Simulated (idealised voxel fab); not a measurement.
process module | voxel gate over fins
cross-section cut | 240 nm wide | cells 5 nm
A cross-section is a grid of square cells, given in bands from the top down. A band is one or more rows of cells.
Each band's line starts with the height of the band's top and of its bottom, in nm. Then come its materials from left to right, each with its width in nm. One material with "throughout" fills the band from edge to edge. "air" is empty space.
Height 0 is the level under which the wafer as received is all one material. The lowest band goes on downwards, as in "0 down".
A width such as "30 to 40" changes by the same amount from each row of cells to the next, from the band's top row to its bottom row.
"no change" after a step means that no cell of the cross-section changed.
closed voids: empty space of 8 cells or more with no open way to the top, each as width x height at its distance from the left edge, in nm
after a step's settings: what the simulator itself notes on the step
overlay nm, on a step with a mask: how far to the right of its planned place the mask lay; to the left if negative
plan
1 op RECEIVE | material Si
2 op CONFORMAL_DEP | material SiN | thk nm 5
3 op MASKED_ETCH | tone cover | mask id FINS | width nm 15 | pitch nm 40 | etch materials SiN | depth nm 5 | overlay nm 0
4 op MASKED_ETCH | tone cover | mask id FINS | width nm 15 | pitch nm 40 | etch materials Si | depth nm 40 | overlay nm 0
5 op OXIDIZE | depth nm 5
6 op FILL_DEP | material SiO2 | thk nm 15
7 op CMP | height nm 5
8 op SELECTIVE_ETCH | etch materials SiO2 | depth nm 15
9 op STRIP | etch materials SiN
10 op CONFORMAL_DEP | material HfO2 | thk nm 5
11 op CONFORMAL_DEP | material TiN | thk nm 5
12 op FILL_DEP | material W | thk nm 10
13 op CMP | height nm 15
14 op CONFORMAL_DEP | material SiCN | thk nm 5
as received, after step 1
  0 down: Si throughout
  closed voids: none
first wafer at the end, as planned
  20 to 15: SiCN throughout
  15 to 10: W throughout
  10 to 5: W 45 | TiN 25 | W 15 | TiN 25 | W 15 | TiN 25 | W 15 | TiN 25 | W 50
  5 to 0: W 45 | TiN 5 | HfO2 15 | TiN 5 | W 15 | TiN 5 | HfO2 15 | TiN 5 | W 15 | TiN 5 | HfO2 15 | TiN 5 | W 15 | TiN 5 | HfO2 15 | TiN 5 | W 50
  0 to -5: TiN 50 | HfO2 5 | Si 5 | HfO2 5 | TiN 25 | HfO2 5 | Si 5 | HfO2 5 | TiN 25 | HfO2 5 | Si 5 | HfO2 5 | TiN 25 | HfO2 5 | Si 5 | HfO2 5 | TiN 55
  -5 to -10: HfO2 55 | Si 5 | HfO2 35 | Si 5 | HfO2 35 | Si 5 | HfO2 35 | Si 5 | HfO2 60
  -10 to -45: SiO2 55 | Si 5 | SiO2 35 | Si 5 | SiO2 35 | Si 5 | SiO2 35 | Si 5 | SiO2 60
  -45 down: Si throughout
  closed voids: none
second wafer at the end: like start, like plan, one mistake
  20 to 15: SiCN throughout
  15 to 10: W throughout
  10 to 5: W 45 | TiN 25 | W 15 | TiN 25 | W 15 | TiN 25 | W 15 | TiN 25 | W 50
  5 to 0: W 45 | TiN 5 | HfO2 15 | TiN 5 | W 15 | TiN 5 | HfO2 15 | TiN 5 | W 15 | TiN 5 | HfO2 15 | TiN 5 | W 15 | TiN 5 | HfO2 15 | TiN 5 | W 50
  0 to -5: TiN 50 | HfO2 5 | Si 5 | HfO2 5 | TiN 25 | HfO2 5 | Si 5 | HfO2 5 | TiN 25 | HfO2 5 | Si 5 | HfO2 5 | TiN 25 | HfO2 5 | Si 5 | HfO2 5 | TiN 55
  -5 to -10: HfO2 55 | Si 5 | HfO2 35 | Si 5 | HfO2 35 | Si 5 | HfO2 35 | Si 5 | HfO2 60
  -10 to -35: SiO2 55 | Si 5 | SiO2 35 | Si 5 | SiO2 35 | Si 5 | SiO2 35 | Si 5 | SiO2 60
  -35 down: Si throughout
  closed voids: none
what went wrong: step 4 ran as: op MASKED_ETCH | tone cover | mask id FINS | width nm 15 | pitch nm 40 | etch materials Si | depth nm 30 | overlay nm 0
at the end the second wafer has, in cells: 88 more of Si | 88 fewer of SiO2
